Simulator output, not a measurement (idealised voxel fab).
The name of this process module is voxel spacer lines.
Displayed cross-section: cut, width of 255 nm, square cells sized 5 nm.
Throughout this document, each cross-section is represented as a grid of square cells and is presented as a sequence of bands enumerated from the top downward, where a band comprises one or more rows of cells.
Band entry format. Leading values: height of top, height of bottom, nm. Remainder: materials in left-to-right order, each with its width in nm. Special words: "edge to edge" on a single material, which then fills the band edge to edge; "air", empty space.
Where do heights start? At 0: under that level the wafer as delivered is made of one material only. And the lowest band has no floor; it just carries on downward, as in "0 down".
Think of "30..40" as a width that walks from the first number to the second as you go down the band, top row to bottom row, taking equal-sized steps from row to row.
No cell of the cross-section changed in a step that is given as "no alteration".
The entry titled "Sealed void list" provides the empty spaces that have no open way to the top, restricted to those of 8 cells or more. Each is presented as width x height at distance, the distance being measured from the left edge, with all three in nm.
On a step's line, text after the settings is the simulator commenting on that step.
overlay nm: mask offset rightward from planned place, masked step; negative means leftward offset.

-- Here's what the planned process steps look like
| 1 | RECEIVE with material Si |
| 2 | CONFORMAL_DEP with material Al2O3, thk nm 10 |
| 3 | DIRECTIONAL_DEP with material W, thk nm 15 |
| 4 | DIRECTIONAL_DEP with material aC, thk nm 30 |
| 5 | PATTERN with tone cover, mask id MANDREL, material resist, width nm 25, pitch nm 80, thk nm 40, overlay nm 0 |
| 6 | DIRECTIONAL_ETCH with etch materials aC, depth nm 30 |
| 7 | STRIP with etch materials resist |
| 8 | CONFORMAL_DEP with material SiN, thk nm 15 |
| 9 | DIRECTIONAL_ETCH with etch materials SiN, depth nm 15 |
| 10 | STRIP with etch materials aC |
| 11 | DIRECTIONAL_ETCH with etch materials W, depth nm 15 |
| 12 | STRIP with etch materials SiN |

-- Cross-section of the incoming wafer, state after step 1
- 0 down  Si edge to edge
- Sealed void list: none

-- Cross-section taken at module completion on the first of two wafers; processed per the plan
- 25 to 10  air 20 nm / W 15 nm / air 25 nm / W 15 nm / air 25 nm / W 15 nm / air 25 nm / W 15 nm / air 25 nm / W 15 nm / air 25 nm / W 15 nm / air 20 nm
- 10 to 0  Al2O3 edge to edge
- 0 down  Si edge to edge
- Sealed void list: none

-- Here's the second of our two wafers sectioned at module end. Same start as the first, same plan, but one mistake got made running it
- 25 to 15  Al2O3 edge to edge
- 15 to 0  W edge to edge
- 0 down  Si edge to edge
- Sealed void list: none
Misprocessing identified: order of steps 2 and 3 inverted relative to the plan
The closing comparison, in cells, has the second wafer with more or fewer of some materials than the first: W: 99 more
